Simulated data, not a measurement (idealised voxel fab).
Name of the process module below: voxel self aligned vias
Section shown: cut. Width: 225 nm. Cell size: 5 nm, square.
If you're reading a cross-section in this doc, picture square cells in a grid; it comes to you as bands, top ones listed first down to the bottom, and a band can be one or more rows of cells. Heads up on the band format: heights come first, top then bottom, in nm. After that it's the materials left to right, each with its width in nm. A single material flagged "all across" fills the whole band edge to edge, and "air" means there's empty space there. Height datum 0, below which the as-received substrate wafer is one material. Lowest band open at the bottom, running downward: "0 nm and below". The width entry "30->40" should be interpreted row by row: the top row of cells in the band takes the first number, the bottom row takes the second number, and the change between adjacent rows is uniform throughout. You'll sometimes find "no alterations made" written for a step, and that's the way of saying that nowhere in the cross-section did a cell change during that step. In "Trapped cavities" the enclosed voids are listed, meaning empty spaces of 8 cells or larger without any opening to the top. The form is width x height at distance, distance from the left edge, units nm. What comes after the settings on a step's line is commentary from the simulator itself on that step. The line of a step may include "overlay nm". On a step with a mask, this value is how far to the right of its planned place the mask lay. A negative value means the mask lay to the left.
List of planned process steps:
- 1: RECEIVE: material Si
- 2: CONFORMAL_DEP: material SiO2, thk nm 15
- 3: CONFORMAL_DEP: material SiCN, thk nm 5
- 4: DIRECTIONAL_DEP: material SiO2, thk nm 25
- 5: DIRECTIONAL_DEP: material aC, thk nm 10
- 6: PATTERN: tone open, mask id LINES, material resist, width nm 30, pitch nm 55, thk nm 25, overlay nm 0
- 7: DIRECTIONAL_ETCH: etch materials aC, depth nm 10
- 8: STRIP: etch materials resist
- 9: DIRECTIONAL_ETCH: etch materials SiO2, depth nm 25
- 10: STRIP: etch materials aC
- 11: CONFORMAL_DEP: material TiN, thk nm 5
- 12: FILL_DEP: material Ru, thk nm 10
- 13: CMP: height nm 45
- 14: SELECTIVE_ETCH: etch materials W Ru TiN, depth nm 10
- 15: FILL_DEP: material SiN, thk nm 10
- 16: CMP: height nm 45
- 17: DIRECTIONAL_DEP: material SiO2, thk nm 15
- 18: DIRECTIONAL_DEP: material aC, thk nm 5
- 19: PATTERN: tone open, mask id VIAS, material resist, width nm 40, thk nm 35, overlay nm 0
- 20: DIRECTIONAL_ETCH: etch materials aC, depth nm 15
- 21: STRIP: etch materials resist
- 22: DIRECTIONAL_ETCH: etch materials SiO2, depth nm 15
- 23: DIRECTIONAL_ETCH: etch materials SiN, depth nm 10
- 24: STRIP: etch materials aC
- 25: CONFORMAL_DEP: material TiN, thk nm 5
- 26: FILL_DEP: material Ru, thk nm 10
- 27: CMP: height nm 60
- 28: CONFORMAL_DEP: material SiN, thk nm 5
The thk nm used in step 18 is not the same on every wafer, whereas the starting condition is; the value printed in the plan is the first wafer's.
First wafer of several, as received: cross-section after step 1:
    0 nm and below: Si all across
    Trapped cavities: none
Gained (+) or lost (-) cells of each material since receipt, then closed voids: one row per wafer, at the end of the module:
thk nm 5, +36 Ru, +45 SiCN, +57 SiN, +411 SiO2, +36 TiN, Trapped cavities: none
thk nm 10, +36 Ru, +45 SiCN, +57 SiN, +411 SiO2, +36 TiN, Trapped cavities: none
thk nm 15, +36 Ru, +45 SiCN, +57 SiN, +411 SiO2, +36 TiN, Trapped cavities: none
thk nm 20, +16 Ru, +45 SiCN, +69 SiN, +435 SiO2, +20 TiN, Trapped cavities: none
thk nm 25, +16 Ru, +45 SiCN, +69 SiN, +435 SiO2, +20 TiN, Trapped cavities: none
thk nm 30, +16 Ru, +45 SiCN, +69 SiN, +435 SiO2, +20 TiN, Trapped cavities: none
